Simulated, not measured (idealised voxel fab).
process module | voxel plated lines
cross-section cut | 225 nm wide | cells 5 nm
A cross-section is a grid of square cells, given in bands from the top down. A band is one or more rows of cells.
Each band's line starts with the height of the band's top and of its bottom, in nm. Then come its materials from left to right, each with its width in nm. One material with "throughout" fills the band from edge to edge. "air" is empty space.
Height 0 is the level under which the wafer as received is all one material. The lowest band goes on downwards, as in "0 down".
A width such as "30 to 40" changes by the same amount from each row of cells to the next, from the band's top row to its bottom row.
"no change" after a step means that no cell of the cross-section changed.
closed voids: empty space of 8 cells or more with no open way to the top, each as width x height at its distance from the left edge, in nm
after a step's settings: what the simulator itself notes on the step
overlay nm, on a step with a mask: how far to the right of its planned place the mask lay; to the left if negative
plan
1 op RECEIVE | material Si
2 op CONFORMAL_DEP | material Al2O3 | thk nm 10
3 op DIRECTIONAL_DEP | material TiN | thk nm 5
4 op PATTERN | tone open | mask id LINES | material resist | width nm 15 | pitch nm 40 | thk nm 30 | overlay nm 0
5 op EPI | material Ru | thk nm 5
6 op EPI | material Ru | thk nm 5
7 op STRIP | etch materials resist
8 op DIRECTIONAL_ETCH | etch materials TiN | depth nm 5
9 op CONFORMAL_DEP | material SiO2 | thk nm 10
first wafer, as planned
as received, after step 1
  0 down: Si throughout
  closed voids: none
after step 2
  10 to 0: Al2O3 throughout
  below 0: unchanged
after step 3
  15 to 10: TiN throughout
  below 10: unchanged
after step 4
  45 to 15: resist 85 | air 15 | resist 25 | air 15 | resist 85
  below 15: unchanged
after step 5
  45 to 20: resist 85 | air 15 | resist 25 | air 15 | resist 85
  20 to 15: resist 85 | Ru 15 | resist 25 | Ru 15 | resist 85
  below 15: unchanged
after step 6
  45 to 25: resist 85 | air 15 | resist 25 | air 15 | resist 85
  25 to 15: resist 85 | Ru 15 | resist 25 | Ru 15 | resist 85
  below 15: unchanged
after step 7
  25 to 15: air 85 | Ru 15 | air 25 | Ru 15 | air 85
  below 15: unchanged
after step 8
  25 to 15: air 85 | Ru 15 | air 25 | Ru 15 | air 85
  15 to 10: air 85 | TiN 15 | air 25 | TiN 15 | air 85
  below 10: unchanged
after step 9
  35 to 25: air 75 | SiO2 35 | air 5 | SiO2 35 | air 75
  25 to 20: air 75 | SiO2 10 | Ru 15 | SiO2 10 | air 5 | SiO2 10 | Ru 15 | SiO2 10 | air 75
  20 to 15: SiO2 85 | Ru 15 | SiO2 25 | Ru 15 | SiO2 85
  15 to 10: SiO2 85 | TiN 15 | SiO2 25 | TiN 15 | SiO2 85
  below 10: unchanged
second wafer: like start, like plan, one mistake. Through step 3 it matches the first wafer
when step 4 should have ended
  45 to 15: air 85 | resist 15 | air 25 | resist 15 | air 85
  below 15: unchanged
when step 5 should have ended
  45 to 20: air 85 | resist 15 | air 25 | resist 15 | air 85
  20 to 15: Ru 85 | resist 15 | Ru 25 | resist 15 | Ru 85
  below 15: unchanged
when step 6 should have ended
  45 to 25: air 85 | resist 15 | air 25 | resist 15 | air 85
  25 to 15: Ru 85 | resist 15 | Ru 25 | resist 15 | Ru 85
  below 15: unchanged
when step 7 should have ended
  25 to 15: Ru 85 | air 15 | Ru 25 | air 15 | Ru 85
  below 15: unchanged
when step 8 should have ended
  25 to 15: Ru 85 | air 15 | Ru 25 | air 15 | Ru 85
  15 to 10: TiN 85 | air 15 | TiN 25 | air 15 | TiN 85
  below 10: unchanged
when step 9 should have ended
  35 to 25: SiO2 throughout
  25 to 15: Ru 85 | SiO2 15 | Ru 25 | SiO2 15 | Ru 85
  15 to 10: TiN 85 | SiO2 15 | TiN 25 | SiO2 15 | TiN 85
  below 10: unchanged
what went wrong: step 4 ran as: op PATTERN | tone cover | mask id LINES | material resist | width nm 15 | pitch nm 40 | thk nm 30 | overlay nm 0
at the end the second wafer has, in cells: 66 more of Ru | 6 fewer of SiO2 | 33 more of TiN
